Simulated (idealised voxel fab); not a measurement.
The process module that follows is named voxel self aligned vias.
Square cell edge 5 nm, section width 265 nm, ID cut.
Just so we're on the same page, the cross-sections are grids of square cells, and they're listed out in bands top to bottom, each band one or more rows deep.
It is stipulated that each band's entry specify, in nanometres, the height of the top of the band and then that of its bottom, followed by the materials of the band in left-to-right sequence, each together with its width in nanometres. A single material marked by the word "throughout" is understood to fill the band from edge to edge; the word "air" is understood to denote empty space.
We count height from 0. Below that, the starting wafer is all one material. The lowest band never ends at the bottom but goes on down; see "0 down" for how that is written.
The two numbers in a width such as "30->40" mark its ends across the band: the first belongs to the top row of cells, the second to the bottom row, and from each row to the next the width moves by the same amount.
No cell of the cross-section changed in a step that is given as "nothing changed".
Reported under the label "Sealed voids" are the empty spaces having no open way to the top and comprising 8 cells or more; the notation for each is width x height at distance, in which the distance is measured from the left edge and all three values are in nm.
after a step's settings: what the simulator itself notes on the step
The optional step-line setting "overlay nm" applies to steps with a mask and quantifies how far to the right of its planned location the mask lay, a negative value indicating leftward placement.
Set out below are the planned steps of the process
1) RECEIVE (material Si)
2) CONFORMAL_DEP (material SiO2; thk nm 15)
3) CONFORMAL_DEP (material SiCN; thk nm 5)
4) DIRECTIONAL_DEP (material SiO2; thk nm 30)
5) MASKED_ETCH (tone open; mask id LINES; width nm 25; pitch nm 60; etch materials SiO2; depth nm 30; overlay nm 0)
6) CONFORMAL_DEP (material TiN; thk nm 5)
7) FILL_DEP (material W; thk nm 5)
8) CMP (height nm 50)
9) SELECTIVE_ETCH (etch materials W Ru TiN; depth nm 10)
10) FILL_DEP (material SiN; thk nm 10)
11) CMP (height nm 50)
12) DIRECTIONAL_DEP (material SiO2; thk nm 15)
13) MASKED_ETCH (tone open; mask id VIAS; width nm 45; pitch nm 60; etch materials SiO2; depth nm 15; overlay nm 0)
14) MASKED_ETCH (tone open; mask id VIAS; width nm 45; pitch nm 60; etch materials SiN; depth nm 10; overlay nm 0)
15) CONFORMAL_DEP (material TiN; thk nm 5)
16) FILL_DEP (material Ru; thk nm 5)
17) CMP (height nm 65)
18) CONFORMAL_DEP (material SiCN; thk nm 5)
What follows covers the first of two wafers; it ran as planned
Delivered wafer in cross-section: state after step 1
0 down: Si throughout
Sealed voids: none
The wafer, seen in cross-section, after step 2
15 to 0: SiO2 throughout
At heights below 0, the structure remains unaltered.
The wafer, seen in cross-section, after step 3
20 to 15: SiCN throughout
At heights below 15, the structure remains unaltered.
The wafer, seen in cross-section, after step 4
50 to 20: SiO2 throughout
At heights below 20, the structure remains unaltered.
The wafer, seen in cross-section, after step 5
50 to 20: SiO2 60 nm / air 25 nm / SiO2 35 nm / air 25 nm / SiO2 35 nm / air 25 nm / SiO2 60 nm
At heights below 20, the structure remains unaltered.
The wafer, seen in cross-section, after step 6
55 to 50: TiN 65 nm / air 15 nm / TiN 45 nm / air 15 nm / TiN 45 nm / air 15 nm / TiN 65 nm
50 to 25: SiO2 60 nm / TiN 5 nm / air 15 nm / TiN 5 nm / SiO2 35 nm / TiN 5 nm / air 15 nm / TiN 5 nm / SiO2 35 nm / TiN 5 nm / air 15 nm / TiN 5 nm / SiO2 60 nm
25 to 20: SiO2 60 nm / TiN 25 nm / SiO2 35 nm / TiN 25 nm / SiO2 35 nm / TiN 25 nm / SiO2 60 nm
At heights below 20, the structure remains unaltered.
The wafer, seen in cross-section, after step 7
60 to 55: W throughout
55 to 50: TiN 65 nm / W 15 nm / TiN 45 nm / W 15 nm / TiN 45 nm / W 15 nm / TiN 65 nm
50 to 25: SiO2 60 nm / TiN 5 nm / W 15 nm / TiN 5 nm / SiO2 35 nm / TiN 5 nm / W 15 nm / TiN 5 nm / SiO2 35 nm / TiN 5 nm / W 15 nm / TiN 5 nm / SiO2 60 nm
At heights below 25, the structure remains unaltered.
The wafer, seen in cross-section, after step 8
50 to 25: SiO2 60 nm / TiN 5 nm / W 15 nm / TiN 5 nm / SiO2 35 nm / TiN 5 nm / W 15 nm / TiN 5 nm / SiO2 35 nm / TiN 5 nm / W 15 nm / TiN 5 nm / SiO2 60 nm
At heights below 25, the structure remains unaltered.
The wafer, seen in cross-section, after step 9
50 to 40: SiO2 60 nm / air 25 nm / SiO2 35 nm / air 25 nm / SiO2 35 nm / air 25 nm / SiO2 60 nm
At heights below 40, the structure remains unaltered.
The wafer, seen in cross-section, after step 10
60 to 50: SiN throughout
50 to 40: SiO2 60 nm / SiN 25 nm / SiO2 35 nm / SiN 25 nm / SiO2 35 nm / SiN 25 nm / SiO2 60 nm
At heights below 40, the structure remains unaltered.
The wafer, seen in cross-section, after step 11
50 to 40: SiO2 60 nm / SiN 25 nm / SiO2 35 nm / SiN 25 nm / SiO2 35 nm / SiN 25 nm / SiO2 60 nm
At heights below 40, the structure remains unaltered.
The wafer, seen in cross-section, after step 12
65 to 50: SiO2 throughout
At heights below 50, the structure remains unaltered.
The wafer, seen in cross-section, after step 13
65 to 50: SiO2 50 nm / air 45 nm / SiO2 15 nm / air 45 nm / SiO2 15 nm / air 45 nm / SiO2 50 nm
At heights below 50, the structure remains unaltered.
The wafer, seen in cross-section, after step 14
65 to 50: SiO2 50 nm / air 45 nm / SiO2 15 nm / air 45 nm / SiO2 15 nm / air 45 nm / SiO2 50 nm
50 to 40: SiO2 60 nm / air 25 nm / SiO2 35 nm / air 25 nm / SiO2 35 nm / air 25 nm / SiO2 60 nm
At heights below 40, the structure remains unaltered.
The wafer, seen in cross-section, after step 15
70 to 65: TiN 55 nm / air 35 nm / TiN 25 nm / air 35 nm / TiN 25 nm / air 35 nm / TiN 55 nm
65 to 55: SiO2 50 nm / TiN 5 nm / air 35 nm / TiN 5 nm / SiO2 15 nm / TiN 5 nm / air 35 nm / TiN 5 nm / SiO2 15 nm / TiN 5 nm / air 35 nm / TiN 5 nm / SiO2 50 nm
55 to 45: SiO2 50->60 nm / TiN 15->5 nm / air 15 nm / TiN 15->5 nm / SiO2 15->35 nm / TiN 15->5 nm / air 15 nm / TiN 15->5 nm / SiO2 15->35 nm / TiN 15->5 nm / air 15 nm / TiN 15->5 nm / SiO2 50->60 nm
45 to 40: SiO2 60 nm / TiN 25 nm / SiO2 35 nm / TiN 25 nm / SiO2 35 nm / TiN 25 nm / SiO2 60 nm
At heights below 40, the structure remains unaltered.
The wafer, seen in cross-section, after step 16
75 to 70: Ru throughout
70 to 65: TiN 55 nm / Ru 35 nm / TiN 25 nm / Ru 35 nm / TiN 25 nm / Ru 35 nm / TiN 55 nm
65 to 55: SiO2 50 nm / TiN 5 nm / Ru 35 nm / TiN 5 nm / SiO2 15 nm / TiN 5 nm / Ru 35 nm / TiN 5 nm / SiO2 15 nm / TiN 5 nm / Ru 35 nm / TiN 5 nm / SiO2 50 nm
55 to 45: SiO2 50->60 nm / TiN 15->5 nm / Ru 15 nm / TiN 15->5 nm / SiO2 15->35 nm / TiN 15->5 nm / Ru 15 nm / TiN 15->5 nm / SiO2 15->35 nm / TiN 15->5 nm / Ru 15 nm / TiN 15->5 nm / SiO2 50->60 nm
At heights below 45, the structure remains unaltered.
The wafer, seen in cross-section, after step 17
65 to 55: SiO2 50 nm / TiN 5 nm / Ru 35 nm / TiN 5 nm / SiO2 15 nm / TiN 5 nm / Ru 35 nm / TiN 5 nm / SiO2 15 nm / TiN 5 nm / Ru 35 nm / TiN 5 nm / SiO2 50 nm
At heights below 55, the structure remains unaltered.
The wafer, seen in cross-section, after step 18
70 to 65: SiCN throughout
At heights below 65, the structure remains unaltered.
The second wafer was prepared from the same starting point and under the same plan as the first; its processing contained one mistake, and it remains indistinguishable from the first wafer up to and including step 4
The second wafer in cross-section, at the planned close of step 5
50 to 20: SiO2 70 nm / air 25 nm / SiO2 35 nm / air 25 nm / SiO2 35 nm / air 25 nm / SiO2 50 nm
At heights below 20, the structure remains unaltered.
The second wafer in cross-section, at the planned close of step 6
55 to 50: TiN 75 nm / air 15 nm / TiN 45 nm / air 15 nm / TiN 45 nm / air 15 nm / TiN 55 nm
50 to 25: SiO2 70 nm / TiN 5 nm / air 15 nm / TiN 5 nm / SiO2 35 nm / TiN 5 nm / air 15 nm / TiN 5 nm / SiO2 35 nm / TiN 5 nm / air 15 nm / TiN 5 nm / SiO2 50 nm
25 to 20: SiO2 70 nm / TiN 25 nm / SiO2 35 nm / TiN 25 nm / SiO2 35 nm / TiN 25 nm / SiO2 50 nm
At heights below 20, the structure remains unaltered.
The second wafer in cross-section, at the planned close of step 7
60 to 55: W throughout
55 to 50: TiN 75 nm / W 15 nm / TiN 45 nm / W 15 nm / TiN 45 nm / W 15 nm / TiN 55 nm
50 to 25: SiO2 70 nm / TiN 5 nm / W 15 nm / TiN 5 nm / SiO2 35 nm / TiN 5 nm / W 15 nm / TiN 5 nm / SiO2 35 nm / TiN 5 nm / W 15 nm / TiN 5 nm / SiO2 50 nm
At heights below 25, the structure remains unaltered.
The second wafer in cross-section, at the planned close of step 8
50 to 25: SiO2 70 nm / TiN 5 nm / W 15 nm / TiN 5 nm / SiO2 35 nm / TiN 5 nm / W 15 nm / TiN 5 nm / SiO2 35 nm / TiN 5 nm / W 15 nm / TiN 5 nm / SiO2 50 nm
At heights below 25, the structure remains unaltered.
The second wafer in cross-section, at the planned close of step 9
50 to 40: SiO2 70 nm / air 25 nm / SiO2 35 nm / air 25 nm / SiO2 35 nm / air 25 nm / SiO2 50 nm
At heights below 40, the structure remains unaltered.
The second wafer in cross-section, at the planned close of step 10
60 to 50: SiN throughout
50 to 40: SiO2 70 nm / SiN 25 nm / SiO2 35 nm / SiN 25 nm / SiO2 35 nm / SiN 25 nm / SiO2 50 nm
At heights below 40, the structure remains unaltered.
The second wafer in cross-section, at the planned close of step 11
50 to 40: SiO2 70 nm / SiN 25 nm / SiO2 35 nm / SiN 25 nm / SiO2 35 nm / SiN 25 nm / SiO2 50 nm
At heights below 40, the structure remains unaltered.
The second wafer in cross-section, at the planned close of step 12
65 to 50: SiO2 throughout
At heights below 50, the structure remains unaltered.
The second wafer in cross-section, at the planned close of step 13
65 to 50: SiO2 50 nm / air 45 nm / SiO2 15 nm / air 45 nm / SiO2 15 nm / air 45 nm / SiO2 50 nm
At heights below 50, the structure remains unaltered.
The second wafer in cross-section, at the planned close of step 14
65 to 50: SiO2 50 nm / air 45 nm / SiO2 15 nm / air 45 nm / SiO2 15 nm / air 45 nm / SiO2 50 nm
50 to 40: SiO2 70 nm / air 25 nm / SiO2 35 nm / air 25 nm / SiO2 35 nm / air 25 nm / SiO2 50 nm
At heights below 40, the structure remains unaltered.
The second wafer in cross-section, at the planned close of step 15
70 to 65: TiN 55 nm / air 35 nm / TiN 25 nm / air 35 nm / TiN 25 nm / air 35 nm / TiN 55 nm
65 to 55: SiO2 50 nm / TiN 5 nm / air 35 nm / TiN 5 nm / SiO2 15 nm / TiN 5 nm / air 35 nm / TiN 5 nm / SiO2 15 nm / TiN 5 nm / air 35 nm / TiN 5 nm / SiO2 50 nm
55 to 45: SiO2 50->70 nm / TiN 25->5 nm / air 15 nm / TiN 5 nm / SiO2 15->35 nm / TiN 25->5 nm / air 15 nm / TiN 5 nm / SiO2 15->35 nm / TiN 25->5 nm / air 15 nm / TiN 5 nm / SiO2 50 nm
45 to 40: SiO2 70 nm / TiN 25 nm / SiO2 35 nm / TiN 25 nm / SiO2 35 nm / TiN 25 nm / SiO2 50 nm
At heights below 40, the structure remains unaltered.
The second wafer in cross-section, at the planned close of step 16
75 to 70: Ru throughout
70 to 65: TiN 55 nm / Ru 35 nm / TiN 25 nm / Ru 35 nm / TiN 25 nm / Ru 35 nm / TiN 55 nm
65 to 55: SiO2 50 nm / TiN 5 nm / Ru 35 nm / TiN 5 nm / SiO2 15 nm / TiN 5 nm / Ru 35 nm / TiN 5 nm / SiO2 15 nm / TiN 5 nm / Ru 35 nm / TiN 5 nm / SiO2 50 nm
55 to 45: SiO2 50->70 nm / TiN 25->5 nm / Ru 15 nm / TiN 5 nm / SiO2 15->35 nm / TiN 25->5 nm / Ru 15 nm / TiN 5 nm / SiO2 15->35 nm / TiN 25->5 nm / Ru 15 nm / TiN 5 nm / SiO2 50 nm
At heights below 45, the structure remains unaltered.
The second wafer in cross-section, at the planned close of step 17
65 to 55: SiO2 50 nm / TiN 5 nm / Ru 35 nm / TiN 5 nm / SiO2 15 nm / TiN 5 nm / Ru 35 nm / TiN 5 nm / SiO2 15 nm / TiN 5 nm / Ru 35 nm / TiN 5 nm / SiO2 50 nm
At heights below 55, the structure remains unaltered.
The second wafer in cross-section, at the planned close of step 18
70 to 65: SiCN throughout
At heights below 65, the structure remains unaltered.
It is concluded that the wafer was processed incorrectly with respect to the plan, in that off-plan run, step 5, actual operation and settings MASKED_ETCH (tone open; mask id LINES; width nm 25; pitch nm 60; etch materials SiO2; depth nm 30; overlay nm 10)
At the end, the second wafer has the same number of cells of each material as the first, but those cells sit in other places.
